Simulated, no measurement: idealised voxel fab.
You're looking at the process module voxel self aligned contacts.
In the cross-section labelled cut, the width is 230 nm and each square cell is 5 nm.
Reading order for cross-sections: top band down to bottom band. Underlying form: a grid of square cells. Band size: one or more rows of cells. The entry gives the band's vertical extent as a top height and a bottom height in nm, then its horizontal make-up as materials from left to right, each with a width in nm. "empty" stands for empty space; a single material marked "everywhere" fills the band edge to edge. Below 0: as-received wafer, all one material; heights counted from there. Lowest band: no bottom, goes on down, written "0 and below". A two-number width, for instance "30..40", indicates that the width is equal to the first number in the top row of the band and to the second number in the bottom row, and that it changes by a constant amount per row of cells. The cross-section has no changed cell in any step marked "no alterations made". Any empty space of 8 cells or more lacking an open way to the top shows up in "Enclosed void catalog" as width x height at distance, distance from the left edge, in nm. Step line, after settings: the simulator's comment on this step. You can add "overlay nm" to a step's line. For a step with a mask, it describes how far the mask lay to the right of its planned position, and a negative number describes a lay to the left.

-- Process steps - plan
step 1: RECEIVE,material Si
step 2: CONFORMAL_DEP,material SiO2,thk nm 5
step 3: DIRECTIONAL_DEP,material polySi,thk nm 20
step 4: DIRECTIONAL_DEP,material SiN,thk nm 15
step 5: DIRECTIONAL_DEP,material aC,thk nm 15
step 6: PATTERN,tone cover,mask id GATE,material resist,width nm 30,pitch nm 55,thk nm 30,overlay nm 0
step 7: DIRECTIONAL_ETCH,etch materials aC,depth nm 15
step 8: STRIP,etch materials resist
step 9: DIRECTIONAL_ETCH,etch materials SiN,depth nm 15
step 10: DIRECTIONAL_ETCH,etch materials polySi,depth nm 20
step 11: STRIP,etch materials aC
step 12: CONFORMAL_DEP,material SiN,thk nm 5
step 13: DIRECTIONAL_ETCH,etch materials SiN,depth nm 5
step 14: FILL_DEP,material SiO2,thk nm 15
step 15: CMP,height nm 50
step 16: DIRECTIONAL_DEP,material aC,thk nm 15
step 17: PATTERN,tone open,mask id CONTACT,material resist,width nm 35,pitch nm 55,thk nm 35,overlay nm 0
step 18: DIRECTIONAL_ETCH,etch materials aC,depth nm 15
step 19: STRIP,etch materials resist
step 20: DIRECTIONAL_ETCH,etch materials SiO2,depth nm 50
step 21: STRIP,etch materials aC
step 22: CONFORMAL_DEP,material TiN,thk nm 5
step 23: FILL_DEP,material Ru,thk nm 5
step 24: CMP,height nm 50
step 25: CONFORMAL_DEP,material SiCN,thk nm 5

-- First of two wafers, processed according to plan

-- Here's what the wafer looked like in cross-section when it arrived - that's after step 1
- 0 and below = Si everywhere
- Enclosed void catalog: none

-- The following cross-section depicts the wafer upon completion of step 2
- 5 down to 0 = SiO2 everywhere
- Below a height of 0, the structure has not been altered.

-- The following cross-section depicts the wafer upon completion of step 3
- 25 down to 5 = polySi everywhere
- Below a height of 5, the structure has not been altered.

-- The following cross-section depicts the wafer upon completion of step 4
- 40 down to 25 = SiN everywhere
- Below a height of 25, the structure has not been altered.

-- The following cross-section depicts the wafer upon completion of step 5
- 55 down to 40 = aC everywhere
- Below a height of 40, the structure has not been altered.

-- The following cross-section depicts the wafer upon completion of step 6
- 85 down to 55 = empty=45 | resist=30 | empty=25 | resist=30 | empty=25 | resist=30 | empty=45
- Below a height of 55, the structure has not been altered.

-- The following cross-section depicts the wafer upon completion of step 7
- 70 down to 55 = empty=45 | resist=30 | empty=25 | resist=30 | empty=25 | resist=30 | empty=45
- 55 down to 40 = empty=45 | aC=30 | empty=25 | aC=30 | empty=25 | aC=30 | empty=45
- Below a height of 40, the structure has not been altered.

-- The following cross-section depicts the wafer upon completion of step 8
- 55 down to 40 = empty=45 | aC=30 | empty=25 | aC=30 | empty=25 | aC=30 | empty=45
- Below a height of 40, the structure has not been altered.

-- The following cross-section depicts the wafer upon completion of step 9
- 55 down to 40 = empty=45 | aC=30 | empty=25 | aC=30 | empty=25 | aC=30 | empty=45
- 40 down to 25 = empty=45 | SiN=30 | empty=25 | SiN=30 | empty=25 | SiN=30 | empty=45
- Below a height of 25, the structure has not been altered.

-- The following cross-section depicts the wafer upon completion of step 10
- 55 down to 40 = empty=45 | aC=30 | empty=25 | aC=30 | empty=25 | aC=30 | empty=45
- 40 down to 25 = empty=45 | SiN=30 | empty=25 | SiN=30 | empty=25 | SiN=30 | empty=45
- 25 down to 5 = empty=45 | polySi=30 | empty=25 | polySi=30 | empty=25 | polySi=30 | empty=45
- Below a height of 5, the structure has not been altered.

-- The following cross-section depicts the wafer upon completion of step 11
- 40 down to 25 = empty=45 | SiN=30 | empty=25 | SiN=30 | empty=25 | SiN=30 | empty=45
- Below a height of 25, the structure has not been altered.

-- The following cross-section depicts the wafer upon completion of step 12
- 45 down to 25 = empty=40 | SiN=40 | empty=15 | SiN=40 | empty=15 | SiN=40 | empty=40
- 25 down to 10 = empty=40 | SiN=5 | polySi=30 | SiN=5 | empty=15 | SiN=5 | polySi=30 | SiN=5 | empty=15 | SiN=5 | polySi=30 | SiN=5 | empty=40
- 10 down to 5 = SiN=45 | polySi=30 | SiN=25 | polySi=30 | SiN=25 | polySi=30 | SiN=45
- Below a height of 5, the structure has not been altered.

-- The following cross-section depicts the wafer upon completion of step 13
- 40 down to 25 = empty=40 | SiN=40 | empty=15 | SiN=40 | empty=15 | SiN=40 | empty=40
- 25 down to 5 = empty=40 | SiN=5 | polySi=30 | SiN=5 | empty=15 | SiN=5 | polySi=30 | SiN=5 | empty=15 | SiN=5 | polySi=30 | SiN=5 | empty=40
- Below a height of 5, the structure has not been altered.

-- The following cross-section depicts the wafer upon completion of step 14
- 55 down to 40 = SiO2 everywhere
- 40 down to 25 = SiO2=40 | SiN=40 | SiO2=15 | SiN=40 | SiO2=15 | SiN=40 | SiO2=40
- 25 down to 5 = SiO2=40 | SiN=5 | polySi=30 | SiN=5 | SiO2=15 | SiN=5 | polySi=30 | SiN=5 | SiO2=15 | SiN=5 | polySi=30 | SiN=5 | SiO2=40
- Below a height of 5, the structure has not been altered.

-- The following cross-section depicts the wafer upon completion of step 15
- 50 down to 40 = SiO2 everywhere
- Below a height of 40, the structure has not been altered.

-- The following cross-section depicts the wafer upon completion of step 16
- 65 down to 50 = aC everywhere
- Below a height of 50, the structure has not been altered.

-- The following cross-section depicts the wafer upon completion of step 17
- 100 down to 65 = resist=70 | empty=35 | resist=20 | empty=35 | resist=70
- Below a height of 65, the structure has not been altered.

-- The following cross-section depicts the wafer upon completion of step 18
- 85 down to 65 = resist=70 | empty=35 | resist=20 | empty=35 | resist=70
- 65 down to 50 = aC=70 | empty=35 | aC=20 | empty=35 | aC=70
- Below a height of 50, the structure has not been altered.

-- The following cross-section depicts the wafer upon completion of step 19
- 65 down to 50 = aC=70 | empty=35 | aC=20 | empty=35 | aC=70
- Below a height of 50, the structure has not been altered.

-- The following cross-section depicts the wafer upon completion of step 20
- 65 down to 50 = aC=70 | empty=35 | aC=20 | empty=35 | aC=70
- 50 down to 40 = SiO2=70 | empty=35 | SiO2=20 | empty=35 | SiO2=70
- 40 down to 25 = SiO2=40 | SiN=40 | empty=15 | SiN=40 | empty=15 | SiN=40 | SiO2=40
- 25 down to 5 = SiO2=40 | SiN=5 | polySi=30 | SiN=5 | empty=15 | SiN=5 | polySi=30 | SiN=5 | empty=15 | SiN=5 | polySi=30 | SiN=5 | SiO2=40
- 5 down to 0 = SiO2=80 | empty=15 | SiO2=40 | empty=15 | SiO2=80
- Below a height of 0, the structure has not been altered.

-- The following cross-section depicts the wafer upon completion of step 21
- 50 down to 40 = SiO2=70 | empty=35 | SiO2=20 | empty=35 | SiO2=70
- Below a height of 40, the structure has not been altered.

-- The following cross-section depicts the wafer upon completion of step 22
- 55 down to 50 = TiN=75 | empty=25 | TiN=30 | empty=25 | TiN=75
- 50 down to 40 = SiO2=70 | TiN=5..15 | empty=25..5 | TiN=5..15 | SiO2=20 | TiN=5..15 | empty=25..5 | TiN=5..15 | SiO2=70
- 40 down to 25 = SiO2=40 | SiN=40 | TiN=5 | empty=5 | TiN=5 | SiN=40 | TiN=5 | empty=5 | TiN=5 | SiN=40 | SiO2=40
- 25 down to 5 = SiO2=40 | SiN=5 | polySi=30 | SiN=5 | TiN=5 | empty=5 | TiN=5 | SiN=5 | polySi=30 | SiN=5 | TiN=5 | empty=5 | TiN=5 | SiN=5 | polySi=30 | SiN=5 | SiO2=40
- 5 down to 0 = SiO2=80 | TiN=15 | SiO2=40 | TiN=15 | SiO2=80
- Below a height of 0, the structure has not been altered.

-- The following cross-section depicts the wafer upon completion of step 23
- 60 down to 55 = Ru everywhere
- 55 down to 50 = TiN=75 | Ru=25 | TiN=30 | Ru=25 | TiN=75
- 50 down to 40 = SiO2=70 | TiN=5..15 | Ru=25..5 | TiN=5..15 | SiO2=20 | TiN=5..15 | Ru=25..5 | TiN=5..15 | SiO2=70
- 40 down to 25 = SiO2=40 | SiN=40 | TiN=5 | Ru=5 | TiN=5 | SiN=40 | TiN=5 | Ru=5 | TiN=5 | SiN=40 | SiO2=40
- 25 down to 5 = SiO2=40 | SiN=5 | polySi=30 | SiN=5 | TiN=5 | Ru=5 | TiN=5 | SiN=5 | polySi=30 | SiN=5 | TiN=5 | Ru=5 | TiN=5 | SiN=5 | polySi=30 | SiN=5 | SiO2=40
- Below a height of 5, the structure has not been altered.

-- The following cross-section depicts the wafer upon completion of step 24
- 50 down to 40 = SiO2=70 | TiN=5..15 | Ru=25..5 | TiN=5..15 | SiO2=20 | TiN=5..15 | Ru=25..5 | TiN=5..15 | SiO2=70
- Below a height of 40, the structure has not been altered.

-- The following cross-section depicts the wafer upon completion of step 25
- 55 down to 50 = SiCN everywhere
- Below a height of 50, the structure has not been altered.

-- Second Wafer (Identical Start and Plan, One Processing Error; Matches First Wafer Through Step 5)

-- Cross-section of the second wafer when, according to plan, step 6 should have finished
- 85 down to 55 = empty=35 | resist=30 | empty=25 | resist=30 | empty=25 | resist=30 | empty=55
- Below a height of 55, the structure has not been altered.

-- Cross-section of the second wafer when, according to plan, step 7 should have finished
- 70 down to 55 = empty=35 | resist=30 | empty=25 | resist=30 | empty=25 | resist=30 | empty=55
- 55 down to 40 = empty=35 | aC=30 | empty=25 | aC=30 | empty=25 | aC=30 | empty=55
- Below a height of 40, the structure has not been altered.

-- Cross-section of the second wafer when, according to plan, step 8 should have finished
- 55 down to 40 = empty=35 | aC=30 | empty=25 | aC=30 | empty=25 | aC=30 | empty=55
- Below a height of 40, the structure has not been altered.

-- Cross-section of the second wafer when, according to plan, step 9 should have finished
- 55 down to 40 = empty=35 | aC=30 | empty=25 | aC=30 | empty=25 | aC=30 | empty=55
- 40 down to 25 = empty=35 | SiN=30 | empty=25 | SiN=30 | empty=25 | SiN=30 | empty=55
- Below a height of 25, the structure has not been altered.

-- Cross-section of the second wafer when, according to plan, step 10 should have finished
- 55 down to 40 = empty=35 | aC=30 | empty=25 | aC=30 | empty=25 | aC=30 | empty=55
- 40 down to 25 = empty=35 | SiN=30 | empty=25 | SiN=30 | empty=25 | SiN=30 | empty=55
- 25 down to 5 = empty=35 | polySi=30 | empty=25 | polySi=30 | empty=25 | polySi=30 | empty=55
- Below a height of 5, the structure has not been altered.

-- Cross-section of the second wafer when, according to plan, step 11 should have finished
- 40 down to 25 = empty=35 | SiN=30 | empty=25 | SiN=30 | empty=25 | SiN=30 | empty=55
- Below a height of 25, the structure has not been altered.

-- Cross-section of the second wafer when, according to plan, step 12 should have finished
- 45 down to 25 = empty=30 | SiN=40 | empty=15 | SiN=40 | empty=15 | SiN=40 | empty=50
- 25 down to 10 = empty=30 | SiN=5 | polySi=30 | SiN=5 | empty=15 | SiN=5 | polySi=30 | SiN=5 | empty=15 | SiN=5 | polySi=30 | SiN=5 | empty=50
- 10 down to 5 = SiN=35 | polySi=30 | SiN=25 | polySi=30 | SiN=25 | polySi=30 | SiN=55
- Below a height of 5, the structure has not been altered.

-- Cross-section of the second wafer when, according to plan, step 13 should have finished
- 40 down to 25 = empty=30 | SiN=40 | empty=15 | SiN=40 | empty=15 | SiN=40 | empty=50
- 25 down to 5 = empty=30 | SiN=5 | polySi=30 | SiN=5 | empty=15 | SiN=5 | polySi=30 | SiN=5 | empty=15 | SiN=5 | polySi=30 | SiN=5 | empty=50
- Below a height of 5, the structure has not been altered.

-- Cross-section of the second wafer when, according to plan, step 14 should have finished
- 55 down to 40 = SiO2 everywhere
- 40 down to 25 = SiO2=30 | SiN=40 | SiO2=15 | SiN=40 | SiO2=15 | SiN=40 | SiO2=50
- 25 down to 5 = SiO2=30 | SiN=5 | polySi=30 | SiN=5 | SiO2=15 | SiN=5 | polySi=30 | SiN=5 | SiO2=15 | SiN=5 | polySi=30 | SiN=5 | SiO2=50
- Below a height of 5, the structure has not been altered.

-- Cross-section of the second wafer when, according to plan, step 15 should have finished
- 50 down to 40 = SiO2 everywhere
- Below a height of 40, the structure has not been altered.

-- Cross-section of the second wafer when, according to plan, step 16 should have finished
- 65 down to 50 = aC everywhere
- Below a height of 50, the structure has not been altered.

-- Cross-section of the second wafer when, according to plan, step 17 should have finished
- 100 down to 65 = resist=70 | empty=35 | resist=20 | empty=35 | resist=70
- Below a height of 65, the structure has not been altered.

-- Cross-section of the second wafer when, according to plan, step 18 should have finished
- 85 down to 65 = resist=70 | empty=35 | resist=20 | empty=35 | resist=70
- 65 down to 50 = aC=70 | empty=35 | aC=20 | empty=35 | aC=70
- Below a height of 50, the structure has not been altered.

-- Cross-section of the second wafer when, according to plan, step 19 should have finished
- 65 down to 50 = aC=70 | empty=35 | aC=20 | empty=35 | aC=70
- Below a height of 50, the structure has not been altered.

-- Cross-section of the second wafer when, according to plan, step 20 should have finished
- 65 down to 50 = aC=70 | empty=35 | aC=20 | empty=35 | aC=70
- 50 down to 40 = SiO2=70 | empty=35 | SiO2=20 | empty=35 | SiO2=70
- 40 down to 25 = SiO2=30 | SiN=40 | empty=15 | SiN=40 | empty=15 | SiN=40 | SiO2=50
- 25 down to 5 = SiO2=30 | SiN=5 | polySi=30 | SiN=5 | empty=15 | SiN=5 | polySi=30 | SiN=5 | empty=15 | SiN=5 | polySi=30 | SiN=5 | SiO2=50
- 5 down to 0 = SiO2=70 | empty=15 | SiO2=40 | empty=15 | SiO2=90
- Below a height of 0, the structure has not been altered.

-- Cross-section of the second wafer when, according to plan, step 21 should have finished
- 50 down to 40 = SiO2=70 | empty=35 | SiO2=20 | empty=35 | SiO2=70
- Below a height of 40, the structure has not been altered.

-- Cross-section of the second wafer when, according to plan, step 22 should have finished
- 55 down to 50 = TiN=75 | empty=25 | TiN=30 | empty=25 | TiN=75
- 50 down to 40 = SiO2=70 | TiN=5 | empty=25..5 | TiN=5..25 | SiO2=20 | TiN=5 | empty=25..5 | TiN=5..25 | SiO2=70
- 40 down to 25 = SiO2=30 | SiN=40 | TiN=5 | empty=5 | TiN=5 | SiN=40 | TiN=5 | empty=5 | TiN=5 | SiN=40 | SiO2=50
- 25 down to 5 = SiO2=30 | SiN=5 | polySi=30 | SiN=5 | TiN=5 | empty=5 | TiN=5 | SiN=5 | polySi=30 | SiN=5 | TiN=5 | empty=5 | TiN=5 | SiN=5 | polySi=30 | SiN=5 | SiO2=50
- 5 down to 0 = SiO2=70 | TiN=15 | SiO2=40 | TiN=15 | SiO2=90
- Below a height of 0, the structure has not been altered.

-- Cross-section of the second wafer when, according to plan, step 23 should have finished
- 60 down to 55 = Ru everywhere
- 55 down to 50 = TiN=75 | Ru=25 | TiN=30 | Ru=25 | TiN=75
- 50 down to 40 = SiO2=70 | TiN=5 | Ru=25..5 | TiN=5..25 | SiO2=20 | TiN=5 | Ru=25..5 | TiN=5..25 | SiO2=70
- 40 down to 25 = SiO2=30 | SiN=40 | TiN=5 | Ru=5 | TiN=5 | SiN=40 | TiN=5 | Ru=5 | TiN=5 | SiN=40 | SiO2=50
- 25 down to 5 = SiO2=30 | SiN=5 | polySi=30 | SiN=5 | TiN=5 | Ru=5 | TiN=5 | SiN=5 | polySi=30 | SiN=5 | TiN=5 | Ru=5 | TiN=5 | SiN=5 | polySi=30 | SiN=5 | SiO2=50
- Below a height of 5, the structure has not been altered.

-- Cross-section of the second wafer when, according to plan, step 24 should have finished
- 50 down to 40 = SiO2=70 | TiN=5 | Ru=25..5 | TiN=5..25 | SiO2=20 | TiN=5 | Ru=25..5 | TiN=5..25 | SiO2=70
- Below a height of 40, the structure has not been altered.

-- Cross-section of the second wafer when, according to plan, step 25 should have finished
- 55 down to 50 = SiCN everywhere
- Below a height of 50, the structure has not been altered.
Deviation from plan: it should be noted that step 6 was executed with settings other than those planned, the operation and settings actually applied being PATTERN,tone cover,mask id GATE,material resist,width nm 30,pitch nm 55,thk nm 30,overlay nm -10
At the end, each material covers as many cells on the second wafer as it does on the first, though the cells it covers are elsewhere.
